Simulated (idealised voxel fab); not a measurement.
voxel air gaps: a process module
The figure presents cross-section cut, which has a width of 285 nm and is divided into square cells with an edge length of 5 nm.
If you're reading a cross-section in this doc, picture square cells in a grid; it comes to you as bands, top ones listed first down to the bottom, and a band can be one or more rows of cells.
Look at the band entry: it leads with the top's height and the bottom's height in nm. Then it lists the materials left to right, with a width in nm for each. The word "all across" on a single material says that material fills the band edge to edge. The word "empty" is empty space.
Beneath 0, the wafer as received is one material, and that level is where height counting begins. The lowest band goes on downward without a bottom; it is written like "from 0 down".
You'd read "30..40" like this: the band's top row of cells is as wide as the first number, its bottom row is as wide as the second, and going down, every row changes width by the same amount as the row before did.
"no alterations made" (step): cross-section cells unchanged, all of them.
Each empty space that has no open way to the top and spans at least 8 cells appears under "Closed void entries" as width x height at distance, the distance counted from the left edge, all in nm.
That trailing text on a step's line, after the settings, is the simulator's own remark on the step.
If you see "overlay nm" on a step's line and that step has a mask, it's telling you how far right of where it was planned the mask ended up; a negative number means it went left instead.

**plan**
1 op RECEIVE | material Si
2 op CONFORMAL_DEP | material SiO2 | thk nm 15
3 op CONFORMAL_DEP | material SiN | thk nm 5
4 op DIRECTIONAL_DEP | material SiO2 | thk nm 35
5 op PATTERN | tone open | mask id LINES | material resist | width nm 25 | pitch nm 50 | thk nm 20 | overlay nm 0
6 op DIRECTIONAL_ETCH | etch materials SiO2 | depth nm 35
7 op STRIP | etch materials resist
8 op CONFORMAL_DEP | material TiN | thk nm 5
9 op FILL_DEP | material W | thk nm 5
10 op CMP | height nm 55
11 op EPI | material Ru | thk nm 10
12 op SELECTIVE_ETCH | etch materials SiO2 | depth nm 45
13 op CONFORMAL_DEP | material SiCN | thk nm 5

**Wafer as received: cross-section following step 1**
> from 0 down | Si all across
> Closed void entries: none

**The first of two wafers, cross-sectioned at the end of the module, with the run proceeding as planned**
> from 70 to 65 | empty (65) / SiCN (155) / empty (65)
> from 65 to 55 | empty (65) / SiCN (5) / Ru (45) / SiCN (5) / Ru (45) / SiCN (5) / Ru (45) / SiCN (5) / empty (65)
> from 55 to 50 | empty (65) / SiCN (15) / TiN (5) / W (15) / TiN (5) / SiCN (25) / TiN (5) / W (15) / TiN (5) / SiCN (25) / TiN (5) / W (15) / TiN (5) / SiCN (15) / empty (65)
> from 50 to 25 | empty (75) / SiCN (5) / TiN (5) / W (15) / TiN (5) / SiCN (5) / empty (15) / SiCN (5) / TiN (5) / W (15) / TiN (5) / SiCN (5) / empty (15) / SiCN (5) / TiN (5) / W (15) / TiN (5) / SiCN (5) / empty (75)
> from 25 to 20 | SiCN (80) / TiN (25) / SiCN (25) / TiN (25) / SiCN (25) / TiN (25) / SiCN (80)
> from 20 to 15 | SiN all across
> from 15 to 0 | SiO2 all across
> from 0 down | Si all across
> Closed void entries: 15 x 25 at 110; 15 x 25 at 160

**What the second wafer looks like in cross-section once the module is done. Its start and its plan matched the first wafer's exactly; what differed was one mistake in how it was run**
> from 70 to 65 | empty (65) / SiCN (155) / empty (65)
> from 65 to 55 | empty (65) / SiCN (5) / Ru (45) / SiCN (5) / Ru (45) / SiCN (5) / Ru (45) / SiCN (5) / empty (65)
> from 55 to 50 | empty (65) / SiCN (15) / TiN (5) / W (15) / TiN (5) / SiCN (25) / TiN (5) / W (15) / TiN (5) / SiCN (25) / TiN (5) / W (15) / TiN (5) / SiCN (15) / empty (65)
> from 50 to 40 | empty (75) / SiCN (5) / TiN (5) / W (15) / TiN (5) / SiCN (5) / empty (15) / SiCN (5) / TiN (5) / W (15) / TiN (5) / SiCN (5) / empty (15) / SiCN (5) / TiN (5) / W (15) / TiN (5) / SiCN (5) / empty (75)
> from 40 to 35 | SiCN (80) / TiN (25) / SiCN (25) / TiN (25) / SiCN (25) / TiN (25) / SiCN (80)
> from 35 to 30 | SiN all across
> from 30 to 0 | SiO2 all across
> from 0 down | Si all across
> Closed void entries: none
What went wrong in running the wafer? step 2, plan: ran twice
Wrapping up, a cell-based count of both wafers puts the second over or under the first for these materials: SiCN -18; SiO2 +171; TiN -18; W -27
Final observation: first wafer, 2 closed voids; second wafer, 0 closed voids.
